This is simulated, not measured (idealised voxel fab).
A process module follows: voxel self aligned contacts.
It is cross-section cut that appears here, measuring 270 nm in width, its square cells being 5 nm in size.
How to read a cross-section here: the picture is a grid of square cells, written as bands going from the top down, and any band can span one or more rows of cells. Quick guide to a band line: top height, bottom height (nm) up front; then every material left to right with its width in nm. Only one material and it's marked "everywhere"? Then it fills the band edge to edge. And "empty" just means empty space. A quick word on heights: they are counted from 0, and under that level the wafer as it came to us is one material throughout. The lowest band is different from the rest in having no bottom; it simply continues downward, written as in "0 nm and below". It should be noted that a width expressed as "30..40" varies in equal increments from row to row of cells within the band, taking the value of the first number at the top row and that of the second number at the bottom row. Basically "no change occurred" means that step didn't change any cell in the cross-section. In "Closed voids list" the enclosed voids are listed, meaning empty spaces of 8 cells or larger without any opening to the top. The form is width x height at distance, distance from the left edge, units nm. Text after the settings on a step's line: the simulator's own remark on that step. "overlay nm", when on a step's line for a step with a mask, measures how far to the right of its planned place the mask lay; a negative measure means to the left. Every pair from here on: before one process step, after it. The after cross-section reaches only to the lowest band that changed. Below the pair: the step in between and its settings. Pairs can belong to different runs of this module on the same starting wafer; a pair carries on from the pair above only if the entry headed "Pre-process" says so.
[Pre-process]
> 70 nm to 60 nm  aC (105); empty (55); aC (110)
> 60 nm to 50 nm  SiO2 everywhere
> 50 nm to 30 nm  SiO2 (70); SiN (50); SiO2 (25); SiN (50); SiO2 (75)
> 30 nm to 10 nm  SiO2 (70); SiN (10); polySi (30); SiN (10); SiO2 (25); SiN (10); polySi (30); SiN (10); SiO2 (75)
> 10 nm to 0 nm  SiN (80); polySi (30); SiN (45); polySi (30); SiN (85)
> 0 nm to -5 nm  SiO2 everywhere
> -5 nm and below  Si everywhere
> Closed voids list: none
[Post-Step Snapshot]
> 70 nm to 60 nm  aC (105); empty (55); aC (110)
> 60 nm to 50 nm  SiO2 (105); empty (55); SiO2 (110)
> 50 nm to 30 nm  SiO2 (70); SiN (50); empty (25); SiN (50); SiO2 (75)
> 30 nm to 10 nm  SiO2 (70); SiN (10); polySi (30); SiN (10); empty (25); SiN (10); polySi (30); SiN (10); SiO2 (75)
> Whatever lies below 10 is exactly as it was before.
> Closed voids list: none
The step carried out between the cross-section before it and the cross-section after it, both shown above, is DIRECTIONAL_ETCH, etch materials SiO2, depth nm 65
Pre-process: Reference is made to the cross-section shown after the step in the pair directly above, which represents the state prior to this step.
[Post-Step Snapshot]
> 60 nm to 50 nm  SiO2 (105); empty (55); SiO2 (110)
> Whatever lies below 50 is exactly as it was before.
> Closed voids list: none
The step carried out between the cross-section before it and the cross-section after it, both shown above, is STRIP, etch materials aC
Pre-process: Reference is made to the cross-section shown after the step in the pair directly above, which represents the state prior to this step.
[Post-Step Snapshot]
> 65 nm to 60 nm  TiN (110); empty (45); TiN (115)
> 60 nm to 50 nm  SiO2 (105); TiN (5..20); empty (45..15); TiN (5..20); SiO2 (110)
> 50 nm to 30 nm  SiO2 (70); SiN (50); TiN (5); empty (15); TiN (5); SiN (50); SiO2 (75)
> 30 nm to 15 nm  SiO2 (70); SiN (10); polySi (30); SiN (10); TiN (5); empty (15); TiN (5); SiN (10); polySi (30); SiN (10); SiO2 (75)
> 15 nm to 10 nm  SiO2 (70); SiN (10); polySi (30); SiN (10); TiN (25); SiN (10); polySi (30); SiN (10); SiO2 (75)
> Whatever lies below 10 is exactly as it was before.
> Closed voids list: none
The step carried out between the cross-section before it and the cross-section after it, both shown above, is CONFORMAL_DEP, material TiN, thk nm 5
Pre-process: Reference is made to the cross-section shown after the step in the pair directly above, which represents the state prior to this step.
[Post-Step Snapshot]
> 70 nm to 65 nm  Ru everywhere
> 65 nm to 60 nm  TiN (110); Ru (45); TiN (115)
> 60 nm to 50 nm  SiO2 (105); TiN (5..20); Ru (45..15); TiN (5..20); SiO2 (110)
> 50 nm to 30 nm  SiO2 (70); SiN (50); TiN (5); Ru (15); TiN (5); SiN (50); SiO2 (75)
> 30 nm to 15 nm  SiO2 (70); SiN (10); polySi (30); SiN (10); TiN (5); Ru (15); TiN (5); SiN (10); polySi (30); SiN (10); SiO2 (75)
> Whatever lies below 15 is exactly as it was before.
> Closed voids list: none
The step carried out between the cross-section before it and the cross-section after it, both shown above, is FILL_DEP, material Ru, thk nm 5
Pre-process: Reference is made to the cross-section shown after the step in the pair directly above, which represents the state prior to this step.
[Post-Step Snapshot]
> 60 nm to 50 nm  SiO2 (105); TiN (5..20); Ru (45..15); TiN (5..20); SiO2 (110)
> Whatever lies below 50 is exactly as it was before.
> Closed voids list: none
The step carried out between the cross-section before it and the cross-section after it, both shown above, is CMP, height nm 60
Pre-process: Reference is made to the cross-section shown after the step in the pair directly above, which represents the state prior to this step.
[Post-Step Snapshot]
> 65 nm to 60 nm  SiN everywhere
> Whatever lies below 60 is exactly as it was before.
> Closed voids list: none
The step carried out between the cross-section before it and the cross-section after it, both shown above, is CONFORMAL_DEP, material SiN, thk nm 5
[Pre-process]
> 0 nm and below  Si everywhere
> Closed voids list: none
[Post-Step Snapshot]
> 0 nm to -10 nm  SiO2 everywhere
> Whatever lies below -10 is exactly as it was before.
> Closed voids list: none
The step carried out between the cross-section before it and the cross-section after it, both shown above, is OXIDIZE, depth nm 10
Pre-process: Reference is made to the cross-section shown after the step in the pair directly above, which represents the state prior to this step.
[Post-Step Snapshot]
> 30 nm to 0 nm  polySi everywhere
> Whatever lies below 0 is exactly as it was before.
> Closed voids list: none
The step carried out between the cross-section before it and the cross-section after it, both shown above, is DIRECTIONAL_DEP, material polySi, thk nm 30
Pre-process: Reference is made to the cross-section shown after the step in the pair directly above, which represents the state prior to this step.
[Post-Step Snapshot]
> 50 nm to 30 nm  SiN everywhere
> Whatever lies below 30 is exactly as it was before.
> Closed voids list: none
The step carried out between the cross-section before it and the cross-section after it, both shown above, is DIRECTIONAL_DEP, material SiN, thk nm 20
Pre-process: Reference is made to the cross-section shown after the step in the pair directly above, which represents the state prior to this step.
[Post-Step Snapshot]
> 60 nm to 50 nm  aC everywhere
> Whatever lies below 50 is exactly as it was before.
> Closed voids list: none
The step carried out between the cross-section before it and the cross-section after it, both shown above, is DIRECTIONAL_DEP, material aC, thk nm 10
Pre-process: Reference is made to the cross-section shown after the step in the pair directly above, which represents the state prior to this step.
[Post-Step Snapshot]
> 90 nm to 60 nm  empty (80); resist (30); empty (45); resist (30); empty (85)
> Whatever lies below 60 is exactly as it was before.
> Closed voids list: none
The step carried out between the cross-section before it and the cross-section after it, both shown above, is PATTERN, tone cover, mask id GATE, material resist, width nm 30, pitch nm 75, thk nm 30, overlay nm 0
Pre-process: Reference is made to the cross-section shown after the step in the pair directly above, which represents the state prior to this step.
[Post-Step Snapshot]
> 80 nm to 60 nm  empty (80); resist (30); empty (45); resist (30); empty (85)
> 60 nm to 50 nm  empty (80); aC (30); empty (45); aC (30); empty (85)
> Whatever lies below 50 is exactly as it was before.
> Closed voids list: none
The step carried out between the cross-section before it and the cross-section after it, both shown above, is DIRECTIONAL_ETCH, etch materials aC, depth nm 10
Pre-process: Reference is made to the cross-section shown after the step in the pair directly above, which represents the state prior to this step.
[Post-Step Snapshot]
> 60 nm to 50 nm  empty (80); aC (30); empty (45); aC (30); empty (85)
> Whatever lies below 50 is exactly as it was before.
> Closed voids list: none
The step carried out between the cross-section before it and the cross-section after it, both shown above, is STRIP, etch materials resist
Pre-process: Reference is made to the cross-section shown after the step in the pair directly above, which represents the state prior to this step.
[Post-Step Snapshot]
> 60 nm to 50 nm  empty (80); aC (30); empty (45); aC (30); empty (85)
> 50 nm to 30 nm  empty (80); SiN (30); empty (45); SiN (30); empty (85)
> Whatever lies below 30 is exactly as it was before.
> Closed voids list: none
The step carried out between the cross-section before it and the cross-section after it, both shown above, is DIRECTIONAL_ETCH, etch materials SiN, depth nm 20
Pre-process: Reference is made to the cross-section shown after the step in the pair directly above, which represents the state prior to this step.
[Post-Step Snapshot]
> 60 nm to 50 nm  empty (80); aC (30); empty (45); aC (30); empty (85)
> 50 nm to 30 nm  empty (80); SiN (30); empty (45); SiN (30); empty (85)
> 30 nm to 0 nm  empty (80); polySi (30); empty (45); polySi (30); empty (85)
> Whatever lies below 0 is exactly as it was before.
> Closed voids list: none
The step carried out between the cross-section before it and the cross-section after it, both shown above, is DIRECTIONAL_ETCH, etch materials polySi, depth nm 30
Pre-process: Reference is made to the cross-section shown after the step in the pair directly above, which represents the state prior to this step.
[Post-Step Snapshot]
> 50 nm to 30 nm  empty (80); SiN (30); empty (45); SiN (30); empty (85)
> Whatever lies below 30 is exactly as it was before.
> Closed voids list: none
The step carried out between the cross-section before it and the cross-section after it, both shown above, is STRIP, etch materials aC
Pre-process: Reference is made to the cross-section shown after the step in the pair directly above, which represents the state prior to this step.
[Post-Step Snapshot]
> 60 nm to 30 nm  empty (70); SiN (50); empty (25); SiN (50); empty (75)
> 30 nm to 10 nm  empty (70); SiN (10); polySi (30); SiN (10); empty (25); SiN (10); polySi (30); SiN (10); empty (75)
> 10 nm to 0 nm  SiN (80); polySi (30); SiN (45); polySi (30); SiN (85)
> Whatever lies below 0 is exactly as it was before.
> Closed voids list: none
The step carried out between the cross-section before it and the cross-section after it, both shown above, is CONFORMAL_DEP, material SiN, thk nm 10
Pre-process: Reference is made to the cross-section shown after the step in the pair directly above, which represents the state prior to this step.
[Post-Step Snapshot]
> 50 nm to 30 nm  empty (70); SiN (50); empty (25); SiN (50); empty (75)
> 30 nm to 0 nm  empty (70); SiN (10); polySi (30); SiN (10); empty (25); SiN (10); polySi (30); SiN (10); empty (75)
> Whatever lies below 0 is exactly as it was before.
> Closed voids list: none
The step carried out between the cross-section before it and the cross-section after it, both shown above, is DIRECTIONAL_ETCH, etch materials SiN, depth nm 10
Pre-process: Reference is made to the cross-section shown after the step in the pair directly above, which represents the state prior to this step.
[Post-Step Snapshot]
> 70 nm to 50 nm  SiO2 everywhere
> 50 nm to 30 nm  SiO2 (70); SiN (50); SiO2 (25); SiN (50); SiO2 (75)
> 30 nm to 0 nm  SiO2 (70); SiN (10); polySi (30); SiN (10); SiO2 (25); SiN (10); polySi (30); SiN (10); SiO2 (75)
> Whatever lies below 0 is exactly as it was before.
> Closed voids list: none
The step carried out between the cross-section before it and the cross-section after it, both shown above, is FILL_DEP, material SiO2, thk nm 20
Pre-process: Reference is made to the cross-section shown after the step in the pair directly above, which represents the state prior to this step.
[Post-Step Snapshot]
> 60 nm to 50 nm  SiO2 everywhere
> Whatever lies below 50 is exactly as it was before.
> Closed voids list: none
The step carried out between the cross-section before it and the cross-section after it, both shown above, is CMP, height nm 60
Pre-process: Reference is made to the cross-section shown after the step in the pair directly above, which represents the state prior to this step.
[Post-Step Snapshot]
> 70 nm to 60 nm  aC everywhere
> Whatever lies below 60 is exactly as it was before.
> Closed voids list: none
The step carried out between the cross-section before it and the cross-section after it, both shown above, is DIRECTIONAL_DEP, material aC, thk nm 10
Pre-process: Reference is made to the cross-section shown after the step in the pair directly above, which represents the state prior to this step.
[Post-Step Snapshot]
> 100 nm to 70 nm  resist (105); empty (55); resist (110)
> Whatever lies below 70 is exactly as it was before.
> Closed voids list: none
The step carried out between the cross-section before it and the cross-section after it, both shown above, is PATTERN, tone open, mask id CONTACT, material resist, width nm 55, thk nm 30, overlay nm 0
Pre-process: Reference is made to the cross-section shown after the step in the pair directly above, which represents the state prior to this step.
[Post-Step Snapshot]
> 90 nm to 70 nm  resist (105); empty (55); resist (110)
> 70 nm to 60 nm  aC (105); empty (55); aC (110)
> Whatever lies below 60 is exactly as it was before.
> Closed voids list: none
The step carried out between the cross-section before it and the cross-section after it, both shown above, is DIRECTIONAL_ETCH, etch materials aC, depth nm 10
Pre-process: Reference is made to the cross-section shown after the step in the pair directly above, which represents the state prior to this step.
[Post-Step Snapshot]
> 70 nm to 60 nm  aC (105); empty (55); aC (110)
> Whatever lies below 60 is exactly as it was before.
> Closed voids list: none
The step carried out between the cross-section before it and the cross-section after it, both shown above, is STRIP, etch materials resist
Pre-process: Reference is made to the cross-section shown after the step in the pair directly above, which represents the state prior to this step.
[Post-Step Snapshot]
> 70 nm to 60 nm  aC (105); empty (55); aC (110)
> 60 nm to 50 nm  SiO2 (105); empty (55); SiO2 (110)
> 50 nm to 30 nm  SiO2 (70); SiN (50); empty (25); SiN (50); SiO2 (75)
> 30 nm to 0 nm  SiO2 (70); SiN (10); polySi (30); SiN (10); empty (25); SiN (10); polySi (30); SiN (10); SiO2 (75)
> 0 nm to -5 nm  SiO2 (120); empty (25); SiO2 (125)
> Whatever lies below -5 is exactly as it was before.
> Closed voids list: none
The step carried out between the cross-section before it and the cross-section after it, both shown above, is DIRECTIONAL_ETCH, etch materials SiO2, depth nm 65
Pre-process: Reference is made to the cross-section shown after the step in the pair directly above, which represents the state prior to this step.
[Post-Step Snapshot]
> 60 nm to 50 nm  SiO2 (105); empty (55); SiO2 (110)
> Whatever lies below 50 is exactly as it was before.
> Closed voids list: none
The step carried out between the cross-section before it and the cross-section after it, both shown above, is STRIP, etch materials aC
Pre-process: Reference is made to the cross-section shown after the step in the pair directly above, which represents the state prior to this step.
[Post-Step Snapshot]
> 65 nm to 60 nm  TiN (110); empty (45); TiN (115)
> 60 nm to 50 nm  SiO2 (105); TiN (5..20); empty (45..15); TiN (5..20); SiO2 (110)
> 50 nm to 30 nm  SiO2 (70); SiN (50); TiN (5); empty (15); TiN (5); SiN (50); SiO2 (75)
> 30 nm to 0 nm  SiO2 (70); SiN (10); polySi (30); SiN (10); TiN (5); empty (15); TiN (5); SiN (10); polySi (30); SiN (10); SiO2 (75)
> 0 nm to -5 nm  SiO2 (120); TiN (25); SiO2 (125)
> Whatever lies below -5 is exactly as it was before.
> Closed voids list: none
The step carried out between the cross-section before it and the cross-section after it, both shown above, is CONFORMAL_DEP, material TiN, thk nm 5
Pre-process: Reference is made to the cross-section shown after the step in the pair directly above, which represents the state prior to this step.
[Post-Step Snapshot]
> 70 nm to 65 nm  Ru everywhere
> 65 nm to 60 nm  TiN (110); Ru (45); TiN (115)
> 60 nm to 50 nm  SiO2 (105); TiN (5..20); Ru (45..15); TiN (5..20); SiO2 (110)
> 50 nm to 30 nm  SiO2 (70); SiN (50); TiN (5); Ru (15); TiN (5); SiN (50); SiO2 (75)
> 30 nm to 0 nm  SiO2 (70); SiN (10); polySi (30); SiN (10); TiN (5); Ru (15); TiN (5); SiN (10); polySi (30); SiN (10); SiO2 (75)
> Whatever lies below 0 is exactly as it was before.
> Closed voids list: none
The step carried out between the cross-section before it and the cross-section after it, both shown above, is FILL_DEP, material Ru, thk nm 5
Pre-process: Reference is made to the cross-section shown after the step in the pair directly above, which represents the state prior to this step.
[Post-Step Snapshot]
> 60 nm to 50 nm  SiO2 (105); TiN (5..20); Ru (45..15); TiN (5..20); SiO2 (110)
> Whatever lies below 50 is exactly as it was before.
> Closed voids list: none
The step carried out between the cross-section before it and the cross-section after it, both shown above, is CMP, height nm 60
Pre-process: Reference is made to the cross-section shown after the step in the pair directly above, which represents the state prior to this step.
[Post-Step Snapshot]
> 65 nm to 60 nm  SiN everywhere
> Whatever lies below 60 is exactly as it was before.
> Closed voids list: none
The step carried out between the cross-section before it and the cross-section after it, both shown above, is CONFORMAL_DEP, material SiN, thk nm 5
[Pre-process]
> 70 nm to 60 nm  aC everywhere
> 60 nm to 50 nm  SiO2 everywhere
> 50 nm to 30 nm  SiO2 (70); SiN (50); SiO2 (25); SiN (50); SiO2 (75)
> 30 nm to 0 nm  SiO2 (70); SiN (10); polySi (30); SiN (10); SiO2 (25); SiN (10); polySi (30); SiN (10); SiO2 (75)
> 0 nm to -5 nm  SiO2 everywhere
> -5 nm and below  Si everywhere
> Closed voids list: none
[Post-Step Snapshot]
> 100 nm to 70 nm  resist (105); empty (60); resist (105)
> Whatever lies below 70 is exactly as it was before.
> Closed voids list: none
The step carried out between the cross-section before it and the cross-section after it, both shown above, is PATTERN, tone open, mask id CONTACT, material resist, width nm 60, thk nm 30, overlay nm 0
Pre-process: Reference is made to the cross-section shown after the step in the pair directly above, which represents the state prior to this step.
[Post-Step Snapshot]
> 90 nm to 70 nm  resist (105); empty (60); resist (105)
> 70 nm to 60 nm  aC (105); empty (60); aC (105)
> Whatever lies below 60 is exactly as it was before.
> Closed voids list: none
The step carried out between the cross-section before it and the cross-section after it, both shown above, is DIRECTIONAL_ETCH, etch materials aC, depth nm 10
Pre-process: Reference is made to the cross-section shown after the step in the pair directly above, which represents the state prior to this step.
[Post-Step Snapshot]
> 70 nm to 60 nm  aC (105); empty (60); aC (105)
> Whatever lies below 60 is exactly as it was before.
> Closed voids list: none
The step carried out between the cross-section before it and the cross-section after it, both shown above, is STRIP, etch materials resist
Pre-process: Reference is made to the cross-section shown after the step in the pair directly above, which represents the state prior to this step.
[Post-Step Snapshot]
> 70 nm to 60 nm  aC (105); empty (60); aC (105)
> 60 nm to 50 nm  SiO2 (105); empty (60); SiO2 (105)
> 50 nm to 30 nm  SiO2 (70); SiN (50); empty (25); SiN (50); SiO2 (75)
> 30 nm to 0 nm  SiO2 (70); SiN (10); polySi (30); SiN (10); empty (25); SiN (10); polySi (30); SiN (10); SiO2 (75)
> 0 nm to -5 nm  SiO2 (120); empty (25); SiO2 (125)
> Whatever lies below -5 is exactly as it was before.
> Closed voids list: none
The step carried out between the cross-section before it and the cross-section after it, both shown above, is DIRECTIONAL_ETCH, etch materials SiO2, depth nm 65
Pre-process: Reference is made to the cross-section shown after the step in the pair directly above, which represents the state prior to this step.
[Post-Step Snapshot]
> 60 nm to 50 nm  SiO2 (105); empty (60); SiO2 (105)
> Whatever lies below 50 is exactly as it was before.
> Closed voids list: none
The step carried out between the cross-section before it and the cross-section after it, both shown above, is STRIP, etch materials aC
Pre-process: Reference is made to the cross-section shown after the step in the pair directly above, which represents the state prior to this step.
[Post-Step Snapshot]
> 65 nm to 60 nm  TiN (110); empty (50); TiN (110)
> 60 nm to 50 nm  SiO2 (105); TiN (5..20); empty (50..15); TiN (5..25); SiO2 (105)
> 50 nm to 30 nm  SiO2 (70); SiN (50); TiN (5); empty (15); TiN (5); SiN (50); SiO2 (75)
> 30 nm to 0 nm  SiO2 (70); SiN (10); polySi (30); SiN (10); TiN (5); empty (15); TiN (5); SiN (10); polySi (30); SiN (10); SiO2 (75)
> 0 nm to -5 nm  SiO2 (120); TiN (25); SiO2 (125)
> Whatever lies below -5 is exactly as it was before.
> Closed voids list: none
The step carried out between the cross-section before it and the cross-section after it, both shown above, is CONFORMAL_DEP, material TiN, thk nm 5
Pre-process: Reference is made to the cross-section shown after the step in the pair directly above, which represents the state prior to this step.
[Post-Step Snapshot]
> 70 nm to 65 nm  Ru everywhere
> 65 nm to 60 nm  TiN (110); Ru (50); TiN (110)
> 60 nm to 50 nm  SiO2 (105); TiN (5..20); Ru (50..15); TiN (5..25); SiO2 (105)
> 50 nm to 30 nm  SiO2 (70); SiN (50); TiN (5); Ru (15); TiN (5); SiN (50); SiO2 (75)
> 30 nm to 0 nm  SiO2 (70); SiN (10); polySi (30); SiN (10); TiN (5); Ru (15); TiN (5); SiN (10); polySi (30); SiN (10); SiO2 (75)
> Whatever lies below 0 is exactly as it was before.
> Closed voids list: none
The step carried out between the cross-section before it and the cross-section after it, both shown above, is FILL_DEP, material Ru, thk nm 5
Pre-process: Reference is made to the cross-section shown after the step in the pair directly above, which represents the state prior to this step.
[Post-Step Snapshot]
> 60 nm to 50 nm  SiO2 (105); TiN (5..20); Ru (50..15); TiN (5..25); SiO2 (105)
> Whatever lies below 50 is exactly as it was before.
> Closed voids list: none
The step carried out between the cross-section before it and the cross-section after it, both shown above, is CMP, height nm 60
Pre-process: Reference is made to the cross-section shown after the step in the pair directly above, which represents the state prior to this step.
[Post-Step Snapshot]
> 65 nm to 60 nm  SiN everywhere
> Whatever lies below 60 is exactly as it was before.
> Closed voids list: none
The step carried out between the cross-section before it and the cross-section after it, both shown above, is CONFORMAL_DEP, material SiN, thk nm 5
[Pre-process]
> 60 nm to 50 nm  aC everywhere
> 50 nm to 30 nm  SiN everywhere
> 30 nm to 0 nm  polySi everywhere
> 0 nm to -5 nm  SiO2 everywhere
> -5 nm and below  Si everywhere
> Closed voids list: none
[Post-Step Snapshot]
> 90 nm to 60 nm  empty (70); resist (30); empty (45); resist (30); empty (95)
> Whatever lies below 60 is exactly as it was before.
> Closed voids list: none
The step carried out between the cross-section before it and the cross-section after it, both shown above, is PATTERN, tone cover, mask id GATE, material resist, width nm 30, pitch nm 75, thk nm 30, overlay nm -10
Pre-process: Reference is made to the cross-section shown after the step in the pair directly above, which represents the state prior to this step.
[Post-Step Snapshot]
> 80 nm to 60 nm  empty (70); resist (30); empty (45); resist (30); empty (95)
> 60 nm to 50 nm  empty (70); aC (30); empty (45); aC (30); empty (95)
> Whatever lies below 50 is exactly as it was before.
> Closed voids list: none
The step carried out between the cross-section before it and the cross-section after it, both shown above, is DIRECTIONAL_ETCH, etch materials aC, depth nm 10
Pre-process: Reference is made to the cross-section shown after the step in the pair directly above, which represents the state prior to this step.
[Post-Step Snapshot]
> 60 nm to 50 nm  empty (70); aC (30); empty (45); aC (30); empty (95)
> Whatever lies below 50 is exactly as it was before.
> Closed voids list: none
The step carried out between the cross-section before it and the cross-section after it, both shown above, is STRIP, etch materials resist
Pre-process: Reference is made to the cross-section shown after the step in the pair directly above, which represents the state prior to this step.
[Post-Step Snapshot]
> 60 nm to 50 nm  empty (70); aC (30); empty (45); aC (30); empty (95)
> 50 nm to 30 nm  empty (70); SiN (30); empty (45); SiN (30); empty (95)
> Whatever lies below 30 is exactly as it was before.
> Closed voids list: none
The step carried out between the cross-section before it and the cross-section after it, both shown above, is DIRECTIONAL_ETCH, etch materials SiN, depth nm 20
Pre-process: Reference is made to the cross-section shown after the step in the pair directly above, which represents the state prior to this step.
[Post-Step Snapshot]
> 60 nm to 50 nm  empty (70); aC (30); empty (45); aC (30); empty (95)
> 50 nm to 30 nm  empty (70); SiN (30); empty (45); SiN (30); empty (95)
> 30 nm to 0 nm  empty (70); polySi (30); empty (45); polySi (30); empty (95)
> Whatever lies below 0 is exactly as it was before.
> Closed voids list: none
The step carried out between the cross-section before it and the cross-section after it, both shown above, is DIRECTIONAL_ETCH, etch materials polySi, depth nm 30
Pre-process: Reference is made to the cross-section shown after the step in the pair directly above, which represents the state prior to this step.
[Post-Step Snapshot]
> 50 nm to 30 nm  empty (70); SiN (30); empty (45); SiN (30); empty (95)
> Whatever lies below 30 is exactly as it was before.
> Closed voids list: none
The step carried out between the cross-section before it and the cross-section after it, both shown above, is STRIP, etch materials aC
Pre-process: Reference is made to the cross-section shown after the step in the pair directly above, which represents the state prior to this step.
[Post-Step Snapshot]
> 60 nm to 30 nm  empty (60); SiN (50); empty (25); SiN (50); empty (85)
> 30 nm to 10 nm  empty (60); SiN (10); polySi (30); SiN (10); empty (25); SiN (10); polySi (30); SiN (10); empty (85)
> 10 nm to 0 nm  SiN (70); polySi (30); SiN (45); polySi (30); SiN (95)
> Whatever lies below 0 is exactly as it was before.
> Closed voids list: none
The step carried out between the cross-section before it and the cross-section after it, both shown above, is CONFORMAL_DEP, material SiN, thk nm 10
Pre-process: Reference is made to the cross-section shown after the step in the pair directly above, which represents the state prior to this step.
[Post-Step Snapshot]
> 50 nm to 30 nm  empty (60); SiN (50); empty (25); SiN (50); empty (85)
> 30 nm to 0 nm  empty (60); SiN (10); polySi (30); SiN (10); empty (25); SiN (10); polySi (30); SiN (10); empty (85)
> Whatever lies below 0 is exactly as it was before.
> Closed voids list: none
The step carried out between the cross-section before it and the cross-section after it, both shown above, is DIRECTIONAL_ETCH, etch materials SiN, depth nm 10
Pre-process: Reference is made to the cross-section shown after the step in the pair directly above, which represents the state prior to this step.
[Post-Step Snapshot]
> 70 nm to 50 nm  SiO2 everywhere
> 50 nm to 30 nm  SiO2 (60); SiN (50); SiO2 (25); SiN (50); SiO2 (85)
> 30 nm to 0 nm  SiO2 (60); SiN (10); polySi (30); SiN (10); SiO2 (25); SiN (10); polySi (30); SiN (10); SiO2 (85)
> Whatever lies below 0 is exactly as it was before.
> Closed voids list: none
The step carried out between the cross-section before it and the cross-section after it, both shown above, is FILL_DEP, material SiO2, thk nm 20
Pre-process: Reference is made to the cross-section shown after the step in the pair directly above, which represents the state prior to this step.
[Post-Step Snapshot]
> 60 nm to 50 nm  SiO2 everywhere
> Whatever lies below 50 is exactly as it was before.
> Closed voids list: none
The step carried out between the cross-section before it and the cross-section after it, both shown above, is CMP, height nm 60
Pre-process: Reference is made to the cross-section shown after the step in the pair directly above, which represents the state prior to this step.
[Post-Step Snapshot]
> 70 nm to 60 nm  aC everywhere
> Whatever lies below 60 is exactly as it was before.
> Closed voids list: none
The step carried out between the cross-section before it and the cross-section after it, both shown above, is DIRECTIONAL_DEP, material aC, thk nm 10
Pre-process: Reference is made to the cross-section shown after the step in the pair directly above, which represents the state prior to this step.
[Post-Step Snapshot]
> 100 nm to 70 nm  resist (105); empty (55); resist (110)
> Whatever lies below 70 is exactly as it was before.
> Closed voids list: none
The step carried out between the cross-section before it and the cross-section after it, both shown above, is PATTERN, tone open, mask id CONTACT, material resist, width nm 55, thk nm 30, overlay nm 0
Pre-process: Reference is made to the cross-section shown after the step in the pair directly above, which represents the state prior to this step.
[Post-Step Snapshot]
> 90 nm to 70 nm  resist (105); empty (55); resist (110)
> 70 nm to 60 nm  aC (105); empty (55); aC (110)
> Whatever lies below 60 is exactly as it was before.
> Closed voids list: none
The step carried out between the cross-section before it and the cross-section after it, both shown above, is DIRECTIONAL_ETCH, etch materials aC, depth nm 10
Pre-process: Reference is made to the cross-section shown after the step in the pair directly above, which represents the state prior to this step.
[Post-Step Snapshot]
> 70 nm to 60 nm  aC (105); empty (55); aC (110)
> Whatever lies below 60 is exactly as it was before.
> Closed voids list: none
The step carried out between the cross-section before it and the cross-section after it, both shown above, is STRIP, etch materials resist
Pre-process: Reference is made to the cross-section shown after the step in the pair directly above, which represents the state prior to this step.
[Post-Step Snapshot]
> 70 nm to 60 nm  aC (105); empty (55); aC (110)
> 60 nm to 50 nm  SiO2 (105); empty (55); SiO2 (110)
> 50 nm to 30 nm  SiO2 (60); SiN (50); empty (25); SiN (50); SiO2 (85)
> 30 nm to 0 nm  SiO2 (60); SiN (10); polySi (30); SiN (10); empty (25); SiN (10); polySi (30); SiN (10); SiO2 (85)
> 0 nm to -5 nm  SiO2 (110); empty (25); SiO2 (135)
> Whatever lies below -5 is exactly as it was before.
> Closed voids list: none
The step carried out between the cross-section before it and the cross-section after it, both shown above, is DIRECTIONAL_ETCH, etch materials SiO2, depth nm 65
Pre-process: Reference is made to the cross-section shown after the step in the pair directly above, which represents the state prior to this step.
[Post-Step Snapshot]
> 60 nm to 50 nm  SiO2 (105); empty (55); SiO2 (110)
> Whatever lies below 50 is exactly as it was before.
> Closed voids list: none
The step carried out between the cross-section before it and the cross-section after it, both shown above, is STRIP, etch materials aC
Pre-process: Reference is made to the cross-section shown after the step in the pair directly above, which represents the state prior to this step.
[Post-Step Snapshot]
> 65 nm to 60 nm  TiN (110); empty (45); TiN (115)
> 60 nm to 50 nm  SiO2 (105); TiN (5..10); empty (45..15); TiN (5..30); SiO2 (110)
> 50 nm to 30 nm  SiO2 (60); SiN (50); TiN (5); empty (15); TiN (5); SiN (50); SiO2 (85)
> 30 nm to 0 nm  SiO2 (60); SiN (10); polySi (30); SiN (10); TiN (5); empty (15); TiN (5); SiN (10); polySi (30); SiN (10); SiO2 (85)
> 0 nm to -5 nm  SiO2 (110); TiN (25); SiO2 (135)
> Whatever lies below -5 is exactly as it was before.
> Closed voids list: none
The step carried out between the cross-section before it and the cross-section after it, both shown above, is CONFORMAL_DEP, material TiN, thk nm 5
Pre-process: Reference is made to the cross-section shown after the step in the pair directly above, which represents the state prior to this step.
[Post-Step Snapshot]
> 70 nm to 65 nm  Ru everywhere
> 65 nm to 60 nm  TiN (110); Ru (45); TiN (115)
> 60 nm to 50 nm  SiO2 (105); TiN (5..10); Ru (45..15); TiN (5..30); SiO2 (110)
> 50 nm to 30 nm  SiO2 (60); SiN (50); TiN (5); Ru (15); TiN (5); SiN (50); SiO2 (85)
> 30 nm to 0 nm  SiO2 (60); SiN (10); polySi (30); SiN (10); TiN (5); Ru (15); TiN (5); SiN (10); polySi (30); SiN (10); SiO2 (85)
> Whatever lies below 0 is exactly as it was before.
> Closed voids list: none
The step carried out between the cross-section before it and the cross-section after it, both shown above, is FILL_DEP, material Ru, thk nm 5
Pre-process: Reference is made to the cross-section shown after the step in the pair directly above, which represents the state prior to this step.
[Post-Step Snapshot]
> 60 nm to 50 nm  SiO2 (105); TiN (5..10); Ru (45..15); TiN (5..30); SiO2 (110)
> Whatever lies below 50 is exactly as it was before.
> Closed voids list: none
The step carried out between the cross-section before it and the cross-section after it, both shown above, is CMP, height nm 60
Pre-process: Reference is made to the cross-section shown after the step in the pair directly above, which represents the state prior to this step.
[Post-Step Snapshot]
> 65 nm to 60 nm  SiN everywhere
> Whatever lies below 60 is exactly as it was before.
> Closed voids list: none
The step carried out between the cross-section before it and the cross-section after it, both shown above, is CONFORMAL_DEP, material SiN, thk nm 5
[Pre-process]
> 30 nm to 0 nm  polySi everywhere
> 0 nm to -5 nm  SiO2 everywhere
> -5 nm and below  Si everywhere
> Closed voids list: none
[Post-Step Snapshot]
> 50 nm to 30 nm  Ru everywhere
> Whatever lies below 30 is exactly as it was before.
> Closed voids list: none
The step carried out between the cross-section before it and the cross-section after it, both shown above, is DIRECTIONAL_DEP, material Ru, thk nm 20
Pre-process: Reference is made to the cross-section shown after the step in the pair directly above, which represents the state prior to this step.
[Post-Step Snapshot]
> 60 nm to 50 nm  aC everywhere
> Whatever lies below 50 is exactly as it was before.
> Closed voids list: none
The step carried out between the cross-section before it and the cross-section after it, both shown above, is DIRECTIONAL_DEP, material aC, thk nm 10
Pre-process: Reference is made to the cross-section shown after the step in the pair directly above, which represents the state prior to this step.
[Post-Step Snapshot]
> 90 nm to 60 nm  empty (80); resist (30); empty (45); resist (30); empty (85)
> Whatever lies below 60 is exactly as it was before.
> Closed voids list: none
The step carried out between the cross-section before it and the cross-section after it, both shown above, is PATTERN, tone cover, mask id GATE, material resist, width nm 30, pitch nm 75, thk nm 30, overlay nm 0
